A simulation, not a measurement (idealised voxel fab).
Process module name: voxel quadruple lines
The figure presents cross-section cut, which has a width of 240 nm and is divided into square cells with an edge length of 5 nm.
Heads up, the way a cross-section reads in here is a grid of square cells, handed over as bands from the top down, with every band being one or more rows of cells.
Read a band's entry like this: the first values are the height of its top and the height of its bottom in nm, and what follows is the sequence of materials from left to right, each with its width in nm. Note that "blank" is empty space, and that a single material marked "everywhere" reaches across the band from edge to edge.
Height datum 0, below which the as-received substrate wafer is one material. Lowest band open at the bottom, running downward: "0 down".
Per-row width for "30 to 40": begins at first number (top row of band), ends at second number (bottom row), increment between rows held constant.
The designation "identical to before", where it is given for a processing step, indicates that no cell of the cross-section was altered in the course of that step.
"Closed void roster" lists enclosed empty spaces (at least 8 cells, no open path upward to the top), each as width x height at distance from the left edge, in nm.
Where a step's line continues beyond its settings, the continuation is a remark by the simulator itself on that step.
Regarding "overlay nm": on a step with a mask, it is the distance the mask lay to the right of its planned place; a negative value places it to the left.

LIST OF PLANNED PROCESS STEPS
1,RECEIVE,material Si
2,CONFORMAL_DEP,material SiO2,thk nm 5
3,DIRECTIONAL_DEP,material W,thk nm 10
4,DIRECTIONAL_DEP,material polySi,thk nm 15
5,DIRECTIONAL_DEP,material aC,thk nm 20
6,PATTERN,tone cover,mask id MANDREL,material resist,width nm 15,pitch nm 80,thk nm 30,overlay nm 0
7,DIRECTIONAL_ETCH,etch materials aC,depth nm 20
8,STRIP,etch materials resist
9,CONFORMAL_DEP,material SiO2,thk nm 15
10,DIRECTIONAL_ETCH,etch materials SiO2,depth nm 15
11,STRIP,etch materials aC
12,DIRECTIONAL_ETCH,etch materials polySi,depth nm 15
13,STRIP,etch materials SiO2
14,CONFORMAL_DEP,material SiN,thk nm 5
15,DIRECTIONAL_ETCH,etch materials SiN,depth nm 5
16,STRIP,etch materials polySi
17,DIRECTIONAL_ETCH,etch materials W,depth nm 10
18,STRIP,etch materials SiN
Keep in mind the plan's value for the width nm of step 6 comes from the first wafer; the wafers don't share that setting, but they do share the same starting point.

RECEIVED CONDITION OF THE FIRST OF SEVERAL WAFERS, SECTIONED: POST-STEP 1
  0 down = Si everywhere
  Closed void roster: none

CROSS-SECTION OF THE FIRST OF SEVERAL WAFERS, TAKEN AFTER STEP 18, WHERE THE MODULE ENDS
  15 to 5 = 50 blank; 5 W; 15 blank; 5 W; 5 blank; 5 W; 15 blank; 5 W; 25 blank; 5 W; 15 blank; 5 W; 5 blank; 5 W; 15 blank; 5 W; 55 blank
  5 to 0 = SiO2 everywhere
  0 down = Si everywhere
  Closed void roster: none

HERE WE CROSS-SECTIONED THE LAST OF THE WAFERS ONCE THE MODULE WAS DONE
  15 to 5 = 40 blank; 5 W; 15 blank; 5 W; 30 blank; 5 W; 15 blank; 10 W; 15 blank; 5 W; 30 blank; 5 W; 15 blank; 5 W; 40 blank
  5 to 0 = SiO2 everywhere
  0 down = Si everywhere
  Closed void roster: none

BELOW IS A PER-WAFER TABLE. IN IT, EACH ROW DESCRIBES THE WAFER AT THE END OF THE MODULE BY GIVING, FOR EACH MATERIAL, THE NUMBER OF CELLS GAINED (+) OR LOST (-) SINCE THE WAFER WAS RECEIVED, AND AFTER THAT THE CLOSED VOIDS OF THE WAFER
width nm 15, +48 SiO2, +16 W, Closed void roster: none
width nm 20, +48 SiO2, +16 W, Closed void roster: none
width nm 25, +48 SiO2, +16 W, Closed void roster: none
width nm 30, +48 SiO2, +16 W, Closed void roster: none
width nm 35, +48 SiO2, +16 W, Closed void roster: none
width nm 40, +48 SiO2, +16 W, Closed void roster: none
